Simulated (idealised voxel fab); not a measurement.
Name of the process module below: voxel trench capacitor
We display cut, a cross-section 245 nm in width whose square cells are each 5 nm.
Cross-section, as written here: a square-cell grid given band by band from the top down, where a band holds one or more rows of cells.
What a band's entry tells you: where the top is and where the bottom is, as heights in nm, and after that what lies inside, material by material from left to right, each with its width in nm. Empty space is written as the word "air", and a single material marked with the word "throughout" occupies the band from edge to edge.
Height 0 is the level under which the wafer as received is all one material. The lowest band goes on downwards, as in "0 nm and below".
Note: "30 to 40" means the width goes from the first number (top row of the band) to the second number (bottom row) in equal steps per row of cells.
"nothing got changed" means the step left every cell of the cross-section as it was.
Each empty space that has no open way to the top and spans at least 8 cells appears under "Sealed internal voids" as width x height at distance, the distance counted from the left edge, all in nm.
Where a step's line continues beyond its settings, the continuation is a remark by the simulator itself on that step.
On any step carrying a mask, the "overlay nm" setting, if present on the step's line, tells how far right of its planned place the mask lay; negative values point to the left.

So here's the lineup of process steps we planned:
step 1: RECEIVE | material Si
step 2: CONFORMAL_DEP | material SiN | thk nm 5
step 3: PATTERN | tone open | mask id TRENCH | material resist | width nm 25 | pitch nm 50 | thk nm 15 | overlay nm -15
step 4: DIRECTIONAL_ETCH | etch materials SiN | depth nm 5
step 5: DIRECTIONAL_ETCH | etch materials Si | depth nm 40
step 6: STRIP | etch materials resist
step 7: CONFORMAL_DEP | material Al2O3 | thk nm 5
step 8: CONFORMAL_DEP | material TiN | thk nm 5
step 9: FILL_DEP | material W | thk nm 10
step 10: CMP | height nm 5
Wafer-to-wafer difference: overlay nm, step 3. Common start. Plan = first wafer's value.

Received wafers, first of several: cross-section after step 1:
    0 nm and below | Si throughout
    Sealed internal voids: none

Below, a row for every wafer. Read it as the end-of-module picture: for each material the wafer shows its cells gained (+) or lost (-) since it was received, and then its closed voids:
overlay nm -15, +42 Al2O3, -80 Si, +39 SiN, +34 TiN, +14 W, Sealed internal voids: none
overlay nm -10, +42 Al2O3, -80 Si, +39 SiN, +34 TiN, +14 W, Sealed internal voids: none
overlay nm -5, +42 Al2O3, -80 Si, +39 SiN, +34 TiN, +14 W, Sealed internal voids: none
overlay nm 0, +42 Al2O3, -80 Si, +39 SiN, +34 TiN, +14 W, Sealed internal voids: none
overlay nm 5, +42 Al2O3, -80 Si, +39 SiN, +34 TiN, +14 W, Sealed internal voids: none
overlay nm 10, +42 Al2O3, -80 Si, +39 SiN, +34 TiN, +14 W, Sealed internal voids: none
overlay nm 15, +42 Al2O3, -80 Si, +39 SiN, +34 TiN, +14 W, Sealed internal voids: none
